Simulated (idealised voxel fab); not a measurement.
process module | voxel self aligned contacts
cross-section cut | 185 nm wide | cells 5 nm
A cross-section is a grid of square cells, given in bands from the top down. A band is one or more rows of cells.
Each band's line starts with the height of the band's top and of its bottom, in nm. Then come its materials from left to right, each with its width in nm. One material with "throughout" fills the band from edge to edge. "air" is empty space.
Height 0 is the level under which the wafer as received is all one material. The lowest band goes on downwards, as in "0 down".
A width such as "30 to 40" changes by the same amount from each row of cells to the next, from the band's top row to its bottom row.
"no change" after a step means that no cell of the cross-section changed.
closed voids: empty space of 8 cells or more with no open way to the top, each as width x height at its distance from the left edge, in nm
after a step's settings: what the simulator itself notes on the step
overlay nm, on a step with a mask: how far to the right of its planned place the mask lay; to the left if negative
plan
1 op RECEIVE | material Si
2 op CONFORMAL_DEP | material SiO2 | thk nm 5
3 op DIRECTIONAL_DEP | material polySi | thk nm 25
4 op DIRECTIONAL_DEP | material SiN | thk nm 20
5 op PATTERN | tone cover | mask id GATE | material resist | width nm 25 | pitch nm 60 | thk nm 20 | overlay nm 0
6 op DIRECTIONAL_ETCH | etch materials SiN | depth nm 20
7 op DIRECTIONAL_ETCH | etch materials polySi | depth nm 25
8 op STRIP | etch materials resist
9 op CONFORMAL_DEP | material SiN | thk nm 5
10 op DIRECTIONAL_ETCH | etch materials SiN | depth nm 5
11 op FILL_DEP | material SiO2 | thk nm 20
12 op CMP | height nm 60
13 op PATTERN | tone open | mask id CONTACT | material resist | width nm 45 | pitch nm 60 | thk nm 15 | overlay nm 0
14 op DIRECTIONAL_ETCH | etch materials SiO2 | depth nm 60
15 op STRIP | etch materials resist
16 op CONFORMAL_DEP | material TiN | thk nm 5
17 op FILL_DEP | material Ru | thk nm 10
18 op CMP | height nm 60
19 op CONFORMAL_DEP | material SiCN | thk nm 5
as received, after step 1
  0 down: Si throughout
  closed voids: none
first wafer at the end, as planned
  65 to 60: SiCN throughout
  60 to 50: SiO2 40 | TiN 5 to 15 | Ru 35 to 15 | TiN 5 to 15 | SiO2 15 | TiN 5 to 15 | Ru 35 to 15 | TiN 5 to 15 | SiO2 40
  50 to 30: SiO2 15 | SiN 35 | TiN 5 | Ru 15 | TiN 5 | SiN 35 | TiN 5 | Ru 15 | TiN 5 | SiN 35 | SiO2 15
  30 to 5: SiO2 15 | SiN 5 | polySi 25 | SiN 5 | TiN 5 | Ru 15 | TiN 5 | SiN 5 | polySi 25 | SiN 5 | TiN 5 | Ru 15 | TiN 5 | SiN 5 | polySi 25 | SiN 5 | SiO2 15
  5 to 0: SiO2 50 | TiN 25 | SiO2 35 | TiN 25 | SiO2 50
  0 down: Si throughout
  closed voids: none
second wafer at the end: like start, like plan, one mistake
  65 to 60: SiCN throughout
  60 to 55: SiO2 40 | TiN 5 | Ru 35 | TiN 5 | SiO2 15 | TiN 5 | Ru 35 | TiN 5 | SiO2 40
  55 to 50: SiO2 40 | TiN 45 | SiO2 15 | TiN 45 | SiO2 40
  50 to 30: SiN 25 | SiO2 15 | SiN 45 | SiO2 15 | SiN 45 | SiO2 15 | SiN 25
  30 to 5: polySi 20 | SiN 5 | SiO2 15 | SiN 5 | polySi 35 | SiN 5 | SiO2 15 | SiN 5 | polySi 35 | SiN 5 | SiO2 15 | SiN 5 | polySi 20
  5 to 0: SiO2 throughout
  0 down: Si throughout
  closed voids: none
what went wrong: step 5 ran as: op PATTERN | tone open | mask id GATE | material resist | width nm 25 | pitch nm 60 | thk nm 20 | overlay nm 0
at the end the second wafer has, in cells: 60 fewer of Ru | 28 more of SiN | 37 more of SiO2 | 40 fewer of TiN | 35 more of polySi
